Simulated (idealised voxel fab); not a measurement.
process module | voxel self aligned contacts
cross-section cut | 260 nm wide | cells 5 nm
A cross-section is a grid of square cells, given in bands from the top down. A band is one or more rows of cells.
Each band's line starts with the height of the band's top and of its bottom, in nm. Then come its materials from left to right, each with its width in nm. One material with "throughout" fills the band from edge to edge. "air" is empty space.
Height 0 is the level under which the wafer as received is all one material. The lowest band goes on downwards, as in "0 down".
A width such as "30 to 40" changes by the same amount from each row of cells to the next, from the band's top row to its bottom row.
"no change" after a step means that no cell of the cross-section changed.
closed voids: empty space of 8 cells or more with no open way to the top, each as width x height at its distance from the left edge, in nm
after a step's settings: what the simulator itself notes on the step
overlay nm, on a step with a mask: how far to the right of its planned place the mask lay; to the left if negative
plan
1 op RECEIVE | material Si
2 op CONFORMAL_DEP | material SiO2 | thk nm 5
3 op DIRECTIONAL_DEP | material polySi | thk nm 30
4 op DIRECTIONAL_DEP | material SiN | thk nm 25
5 op MASKED_ETCH | tone cover | mask id GATE | width nm 30 | pitch nm 75 | etch materials SiN | depth nm 25 | overlay nm 0
6 op MASKED_ETCH | tone cover | mask id GATE | width nm 30 | pitch nm 75 | etch materials polySi | depth nm 30 | overlay nm 0
7 op CONFORMAL_DEP | material SiN | thk nm 10
8 op DIRECTIONAL_ETCH | etch materials SiN | depth nm 10
9 op FILL_DEP | material SiO2 | thk nm 15
10 op CMP | height nm 65
11 op MASKED_ETCH | tone open | mask id CONTACT | width nm 55 | etch materials SiO2 | depth nm 65 | overlay nm 0
12 op CONFORMAL_DEP | material TiN | thk nm 5
13 op FILL_DEP | material W | thk nm 5
14 op CMP | height nm 65
15 op CONFORMAL_DEP | material SiN | thk nm 5
first wafer, as planned
as received, after step 1
  0 down: Si throughout
  closed voids: none
after step 2
  5 to 0: SiO2 throughout
  below 0: unchanged
after step 3
  35 to 5: polySi throughout
  below 5: unchanged
after step 4
  60 to 35: SiN throughout
  below 35: unchanged
after step 5
  60 to 35: air 75 | SiN 30 | air 45 | SiN 30 | air 80
  below 35: unchanged
after step 6
  60 to 35: air 75 | SiN 30 | air 45 | SiN 30 | air 80
  35 to 5: air 75 | polySi 30 | air 45 | polySi 30 | air 80
  below 5: unchanged
after step 7
  70 to 35: air 65 | SiN 50 | air 25 | SiN 50 | air 70
  35 to 15: air 65 | SiN 10 | polySi 30 | SiN 10 | air 25 | SiN 10 | polySi 30 | SiN 10 | air 70
  15 to 5: SiN 75 | polySi 30 | SiN 45 | polySi 30 | SiN 80
  below 5: unchanged
after step 8
  60 to 35: air 65 | SiN 50 | air 25 | SiN 50 | air 70
  35 to 5: air 65 | SiN 10 | polySi 30 | SiN 10 | air 25 | SiN 10 | polySi 30 | SiN 10 | air 70
  below 5: unchanged
after step 9
  75 to 60: SiO2 throughout
  60 to 35: SiO2 65 | SiN 50 | SiO2 25 | SiN 50 | SiO2 70
  35 to 5: SiO2 65 | SiN 10 | polySi 30 | SiN 10 | SiO2 25 | SiN 10 | polySi 30 | SiN 10 | SiO2 70
  below 5: unchanged
after step 10
  65 to 60: SiO2 throughout
  below 60: unchanged
after step 11
  65 to 60: SiO2 100 | air 55 | SiO2 105
  60 to 35: SiO2 65 | SiN 50 | air 25 | SiN 50 | SiO2 70
  35 to 5: SiO2 65 | SiN 10 | polySi 30 | SiN 10 | air 25 | SiN 10 | polySi 30 | SiN 10 | SiO2 70
  5 to 0: SiO2 115 | air 25 | SiO2 120
  below 0: unchanged
after step 12
  70 to 65: TiN 105 | air 45 | TiN 110
  65 to 60: SiO2 100 | TiN 20 | air 15 | TiN 20 | SiO2 105
  60 to 35: SiO2 65 | SiN 50 | TiN 5 | air 15 | TiN 5 | SiN 50 | SiO2 70
  35 to 5: SiO2 65 | SiN 10 | polySi 30 | SiN 10 | TiN 5 | air 15 | TiN 5 | SiN 10 | polySi 30 | SiN 10 | SiO2 70
  5 to 0: SiO2 115 | TiN 25 | SiO2 120
  below 0: unchanged
after step 13
  75 to 70: W throughout
  70 to 65: TiN 105 | W 45 | TiN 110
  65 to 60: SiO2 100 | TiN 20 | W 15 | TiN 20 | SiO2 105
  60 to 35: SiO2 65 | SiN 50 | TiN 5 | W 15 | TiN 5 | SiN 50 | SiO2 70
  35 to 5: SiO2 65 | SiN 10 | polySi 30 | SiN 10 | TiN 5 | W 15 | TiN 5 | SiN 10 | polySi 30 | SiN 10 | SiO2 70
  below 5: unchanged
after step 14
  65 to 60: SiO2 100 | TiN 20 | W 15 | TiN 20 | SiO2 105
  below 60: unchanged
after step 15
  70 to 65: SiN throughout
  below 65: unchanged
second wafer: like start, like plan, one mistake. Through step 1 it matches the first wafer
when step 2 should have ended
  30 to 0: polySi throughout
  below 0: unchanged
when step 3 should have ended
  35 to 30: SiO2 throughout
  below 30: unchanged
when step 4 should have ended
  60 to 35: SiN throughout
  below 35: unchanged
when step 5 should have ended
  60 to 35: air 75 | SiN 30 | air 45 | SiN 30 | air 80
  below 35: unchanged
when step 6 should have ended: no change
when step 7 should have ended
  70 to 45: air 65 | SiN 50 | air 25 | SiN 50 | air 70
  45 to 35: SiN throughout
  below 35: unchanged
when step 8 should have ended
  60 to 35: air 65 | SiN 50 | air 25 | SiN 50 | air 70
  below 35: unchanged
when step 9 should have ended
  75 to 60: SiO2 throughout
  60 to 35: SiO2 65 | SiN 50 | SiO2 25 | SiN 50 | SiO2 70
  below 35: unchanged
when step 10 should have ended
  65 to 60: SiO2 throughout
  below 60: unchanged
when step 11 should have ended
  65 to 60: SiO2 100 | air 55 | SiO2 105
  60 to 35: SiO2 65 | SiN 50 | air 25 | SiN 50 | SiO2 70
  35 to 30: SiO2 115 | air 25 | SiO2 120
  below 30: unchanged
when step 12 should have ended
  70 to 65: TiN 105 | air 45 | TiN 110
  65 to 60: SiO2 100 | TiN 20 | air 15 | TiN 20 | SiO2 105
  60 to 35: SiO2 65 | SiN 50 | TiN 5 | air 15 | TiN 5 | SiN 50 | SiO2 70
  35 to 30: SiO2 115 | TiN 25 | SiO2 120
  below 30: unchanged
when step 13 should have ended
  75 to 70: W throughout
  70 to 65: TiN 105 | W 45 | TiN 110
  65 to 60: SiO2 100 | TiN 20 | W 15 | TiN 20 | SiO2 105
  60 to 35: SiO2 65 | SiN 50 | TiN 5 | W 15 | TiN 5 | SiN 50 | SiO2 70
  below 35: unchanged
when step 14 should have ended
  65 to 60: SiO2 100 | TiN 20 | W 15 | TiN 20 | SiO2 105
  below 60: unchanged
when step 15 should have ended
  70 to 65: SiN throughout
  below 65: unchanged
what went wrong: steps 2 and 3 were swapped
at the end the second wafer has, in cells: 48 fewer of SiN | 162 fewer of SiO2 | 12 fewer of TiN | 18 fewer of W | 240 more of polySi
